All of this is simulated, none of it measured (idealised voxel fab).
Process module under the name voxel gate over fins
The width of the displayed cross-section, cut, is 260 nm; its cells are square, with a size of 5 nm.
In this document a cross-section is written as a grid of square cells. It is given as a series of bands, listed from the top down, and a band is one or more rows of cells.
Heights first: top, then bottom, in nm. Then materials, left to right, each with a width in nm. "full width" on a single material: fills the band edge to edge. "blank": empty space.
Height 0 is the level under which the wafer as received is all one material. The lowest band goes on downwards, as in "0..down".
Per-row width for "30..40": begins at first number (top row of band), ends at second number (bottom row), increment between rows held constant.
"no alteration" (step): cross-section cells unchanged, all of them.
Enclosed voids (no open way to top), threshold 8 cells or more, entry "Enclosed empty spaces", notation width x height at distance, distance from left edge, nm.
Formally, on a step line, whatever follows the settings is a remark that the simulator itself makes on the step.
Among the settings permitted on a step's line is "overlay nm"; applied to a step with a mask, it specifies the extent to which the mask lay to the right of its planned position, whereas a negative figure signifies a position to the left.
### Listed below are the process steps as planned
1,RECEIVE: material Si
2,CONFORMAL_DEP: material SiN, thk nm 5
3,MASKED_ETCH: tone cover, mask id FINS, width nm 15, pitch nm 45, etch materials SiN, depth nm 5, overlay nm 0
4,MASKED_ETCH: tone cover, mask id FINS, width nm 15, pitch nm 45, etch materials Si, depth nm 35, overlay nm 0
5,FILL_DEP: material SiO2, thk nm 10
6,CMP: height nm 5
7,SELECTIVE_ETCH: etch materials SiO2, depth nm 15
8,STRIP: etch materials SiN
9,CONFORMAL_DEP: material HfO2, thk nm 5
10,CONFORMAL_DEP: material TiN, thk nm 5
11,FILL_DEP: material W, thk nm 10
12,CMP: height nm 15
13,CONFORMAL_DEP: material SiCN, thk nm 5
### Delivered wafer in cross-section: state after step 1
> 0..down  Si full width
> Enclosed empty spaces: none
### Starting wafer: above. Plan: above. Run: one mistake. Cross-section after the module: below
> 20..15  SiCN full width
> 15..10  W full width
> 10..5  W: 45  TiN: 35  W: 10  TiN: 35  W: 10  TiN: 35  W: 10  TiN: 35  W: 45
> 5..0  W: 45  TiN: 5  HfO2: 25  TiN: 5  W: 10  TiN: 5  HfO2: 25  TiN: 5  W: 10  TiN: 5  HfO2: 25  TiN: 5  W: 10  TiN: 5  HfO2: 25  TiN: 5  W: 45
> 0..-5  TiN: 50  HfO2: 5  Si: 15  HfO2: 5  TiN: 5  W: 10  TiN: 5  HfO2: 5  Si: 15  HfO2: 5  TiN: 5  W: 10  TiN: 5  HfO2: 5  Si: 15  HfO2: 5  TiN: 5  W: 10  TiN: 5  HfO2: 5  Si: 15  HfO2: 5  TiN: 50
> -5..-10  HfO2: 45  TiN: 5  HfO2: 5  Si: 15  HfO2: 5  TiN: 20  HfO2: 5  Si: 15  HfO2: 5  TiN: 20  HfO2: 5  Si: 15  HfO2: 5  TiN: 20  HfO2: 5  Si: 15  HfO2: 5  TiN: 5  HfO2: 45
> -10..-15  SiO2: 40  HfO2: 15  Si: 15  HfO2: 30  Si: 15  HfO2: 30  Si: 15  HfO2: 30  Si: 15  HfO2: 15  SiO2: 40
> -15..-35  SiO2: 55  Si: 15  SiO2: 30  Si: 15  SiO2: 30  Si: 15  SiO2: 30  Si: 15  SiO2: 55
> -35..down  Si full width
> Enclosed empty spaces: none
Which mistake was made when the wafer was run? mixed up steps 7 and 8 - ran each in the other's place
